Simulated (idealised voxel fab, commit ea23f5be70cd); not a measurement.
Title: Process Module voxel tone inversion
FYI the section here is cut, 200 nm wide, cells are 5 nm squares.
When this document writes out a cross-section, it uses a grid of square cells and lists it as bands, beginning at the top and moving down, with a band standing for one or more rows of cells. Band: top height; bottom height; in nm. Then, left to right: material with width in nm, for each material. "all across": a single material spanning edge to edge. "blank": empty space. Height 0 is the level under which the wafer as received is all one material. The lowest band goes on downwards, as in "0 and below". The width entry "30..40" should be interpreted row by row: the top row of cells in the band takes the first number, the bottom row takes the second number, and the change between adjacent rows is uniform throughout. Basically "nothing got changed" means that step didn't change any cell in the cross-section. The entry "Non-vented voids" lists the empty spaces that cover at least 8 cells and have no open path to the top. Each is written as width x height at distance, where the distance is measured from the left edge and all three values are in nm. Text after the settings on a step's line: the simulator's own remark on that step. overlay nm: for a step with a mask, the amount by which the mask lay right of where it was planned; a negative amount means left of it.
Here's what the planned process steps look like:
1,RECEIVE: material Si
2,CONFORMAL_DEP: material SiN, thk nm 10
3,DIRECTIONAL_DEP: material polySi, thk nm 15
4,PATTERN: tone cover, mask id POSTS, material resist, width nm 15, pitch nm 35, thk nm 25, overlay nm 0
5,DIRECTIONAL_ETCH: etch materials polySi, depth nm 15
6,STRIP: etch materials resist
7,FILL_DEP: material SiO2, thk nm 10
8,CMP: height nm 25
9,STRIP: etch materials polySi
10,CONFORMAL_DEP: material TiN, thk nm 5
11,FILL_DEP: material Ru, thk nm 10
12,CMP: height nm 25
13,CONFORMAL_DEP: material SiN, thk nm 5
Incoming wafer, cross-sectional view, post step 1:
- 0 and below: Si all across
- Non-vented voids: none
Look at the cross-section after the module: the wafer started out the way shown above and the plan was the one shown above, yet one mistake was made along the way:
- 30 down to 25: SiN all across
- 25 down to 20: SiO2 all across
- 20 down to 5: 55 nm SiO2; 15 nm polySi; 20 nm SiO2; 15 nm polySi; 20 nm SiO2; 15 nm polySi; 60 nm SiO2
- 5 down to 0: SiN all across
- 0 and below: Si all across
- Non-vented voids: none
Error vs. plan: step 2 ran with different settings than intended, the actual operation and settings being CONFORMAL_DEP: material SiN, thk nm 5
